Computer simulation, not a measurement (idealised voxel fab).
You're looking at the process module voxel wiring stack.
Square cells of 5 nm make up the cross-section cut, whose width is 290 nm.
Think of the cross-section as a grid of square cells. We describe it in bands, top to bottom, and each band covers one or more rows of those cells.
In this notation a band is specified by the heights of its top and bottom, in that order and in nm, after which its materials appear from left to right, each paired with its width in nm. The word "edge to edge" attached to a single material means that material fills the band from edge to edge; the word "air" stands for empty space.
It should be noted that heights are counted from 0, beneath which the wafer as supplied is of one material throughout, and that the lowest band possesses no lower boundary but continues downward, as written in "z 0 and below".
Width "30 to 40": first value at the band's top row of cells, second value at its bottom row, equal change from row to row.
Step marked "everything unchanged"? Then no cell in the cross-section changed in it.
"Sealed void inventory" contains a list of empty spaces, each no smaller than 8 cells and without an open way to the top, written in the form width x height at distance with the distance from the left edge and all three in nm.
Where a step's line continues beyond its settings, the continuation is a remark by the simulator itself on that step.
"overlay nm" answers the question of how far to the right of plan the mask lay on a step that has a mask, and when it is negative the answer is to the left.

List of planned process steps
| 1 | RECEIVE, material Si |
| 2 | CONFORMAL_DEP, material SiO2, thk nm 10 |
| 3 | CONFORMAL_DEP, material SiCN, thk nm 5 |
| 4 | DIRECTIONAL_DEP, material SiO2, thk nm 25 |
| 5 | MASKED_ETCH, tone open, mask id METAL_1, width nm 20, pitch nm 45, etch materials SiO2, depth nm 25, overlay nm 0 |
| 6 | MASKED_ETCH, tone open, mask id METAL_1, width nm 20, pitch nm 45, etch materials SiCN, depth nm 5, overlay nm 0 |
| 7 | CONFORMAL_DEP, material TiN, thk nm 5 |
| 8 | FILL_DEP, material Cu, thk nm 5 |
| 9 | CMP, height nm 40 |
| 10 | CONFORMAL_DEP, material SiCN, thk nm 5 |
| 11 | DIRECTIONAL_DEP, material SiO2, thk nm 30 |
| 12 | MASKED_ETCH, tone open, mask id METAL_2, width nm 20, pitch nm 45, etch materials SiO2, depth nm 15, overlay nm 0 |
| 13 | PATTERN, tone open, mask id METAL_2_HOLES, material resist, width nm 15, thk nm 15, overlay nm 0 |
| 14 | DIRECTIONAL_ETCH, etch materials SiO2, depth nm 15 |
| 15 | DIRECTIONAL_ETCH, etch materials SiCN, depth nm 5 |
| 16 | STRIP, etch materials resist |
| 17 | CONFORMAL_DEP, material TiN, thk nm 5 |
| 18 | FILL_DEP, material Cu, thk nm 5 |
| 19 | CMP, height nm 75 |
| 20 | CONFORMAL_DEP, material SiCN, thk nm 5 |
| 21 | DIRECTIONAL_DEP, material lowk, thk nm 30 |
| 22 | PATTERN, tone open, mask id METAL_3_HOLES, material resist, width nm 15, pitch nm 45, thk nm 20, overlay nm 0 |
| 23 | DIRECTIONAL_ETCH, etch materials lowk, depth nm 30 |
| 24 | STRIP, etch materials resist |
| 25 | MASKED_ETCH, tone open, mask id METAL_3, width nm 20, pitch nm 45, etch materials lowk, depth nm 15, overlay nm 0 |
| 26 | MASKED_ETCH, tone open, mask id METAL_3, width nm 20, pitch nm 45, etch materials SiCN, depth nm 5, overlay nm 0 |
| 27 | CONFORMAL_DEP, material TiN, thk nm 5 |
| 28 | FILL_DEP, material Ru, thk nm 5 |
| 29 | CMP, height nm 110 |
| 30 | CONFORMAL_DEP, material SiCN, thk nm 5 |
| 31 | DIRECTIONAL_DEP, material lowk, thk nm 35 |
| 32 | DIRECTIONAL_DEP, material aC, thk nm 10 |
| 33 | PATTERN, tone open, mask id METAL_4_HOLES, material resist, width nm 15, thk nm 25, overlay nm 0 |
| 34 | DIRECTIONAL_ETCH, etch materials aC, depth nm 10 |
| 35 | STRIP, etch materials resist |
| 36 | DIRECTIONAL_ETCH, etch materials lowk, depth nm 35 |
| 37 | STRIP, etch materials aC |
| 38 | PATTERN, tone open, mask id METAL_4, material resist, width nm 20, pitch nm 45, thk nm 15, overlay nm 0 |
| 39 | DIRECTIONAL_ETCH, etch materials lowk, depth nm 20 |
| 40 | DIRECTIONAL_ETCH, etch materials SiCN, depth nm 5 |
| 41 | STRIP, etch materials resist |
| 42 | CONFORMAL_DEP, material TiN, thk nm 5 |
| 43 | FILL_DEP, material Cu, thk nm 10 |
| 44 | CMP, height nm 150 |
| 45 | CONFORMAL_DEP, material SiN, thk nm 5 |

Incoming wafer in cross-section (state: after step 1)
- z 0 and below | Si edge to edge
- Sealed void inventory: none

The following cross-section depicts the wafer upon conclusion of the module. Processing commenced from the starting condition illustrated above and adhered to the plan illustrated above, save for one mistake in execution
- z 155 to 150 | SiN edge to edge
- z 150 to 135 | 110 of lowk  5 of TiN  10 of Cu  5 of TiN  25 of lowk  5 of TiN  10 of Cu  5 of TiN  115 of lowk
- z 135 to 130 | 110 of lowk  5 of TiN  5 of Cu  10 of TiN  25 of lowk  20 of TiN  115 of lowk
- z 130 to 115 | 110 of lowk  5 of TiN  5 of Cu  5 of TiN  165 of lowk
- z 115 to 110 | 110 of SiCN  15 of TiN  165 of SiCN
- z 110 to 100 | 100 of lowk  5 of TiN  20 of Ru  5 of TiN  15 of lowk  5 of TiN  20 of Ru  5 of TiN  115 of lowk
- z 100 to 95 | 100 of lowk  5 of TiN  5 of Ru  20 of TiN  15 of lowk  5 of TiN  5 of Ru  20 of TiN  115 of lowk
- z 95 to 85 | 100 of lowk  5 of TiN  5 of Ru  5 of TiN  30 of lowk  5 of TiN  5 of Ru  5 of TiN  130 of lowk
- z 85 to 80 | 100 of lowk  15 of TiN  30 of lowk  15 of TiN  130 of lowk
- z 80 to 75 | 110 of SiCN  5 of TiN  40 of SiCN  5 of TiN  130 of SiCN
- z 75 to 65 | 110 of SiO2  5 of TiN  10 of Cu  5 of TiN  25 of SiO2  5 of TiN  10 of Cu  5 of TiN  115 of SiO2
- z 65 to 60 | 110 of SiO2  5 of TiN  5 of Cu  10 of TiN  25 of SiO2  20 of TiN  115 of SiO2
- z 60 to 45 | 110 of SiO2  5 of TiN  5 of Cu  5 of TiN  165 of SiO2
- z 45 to 40 | 110 of SiCN  15 of TiN  165 of SiCN
- z 40 to 15 | 110 of SiO2  5 of TiN  10 of Cu  5 of TiN  25 of SiO2  5 of TiN  10 of Cu  5 of TiN  115 of SiO2
- z 15 to 10 | 110 of SiCN  20 of TiN  25 of SiCN  20 of TiN  115 of SiCN
- z 10 to 0 | SiO2 edge to edge
- z 0 and below | Si edge to edge
- Sealed void inventory: none
Short version of what went wrong: so step 22 ended up running with a different setting than we planned, it ran as PATTERN, tone open, mask id METAL_3_HOLES, material resist, width nm 15, pitch nm 45, thk nm 20, overlay nm -10
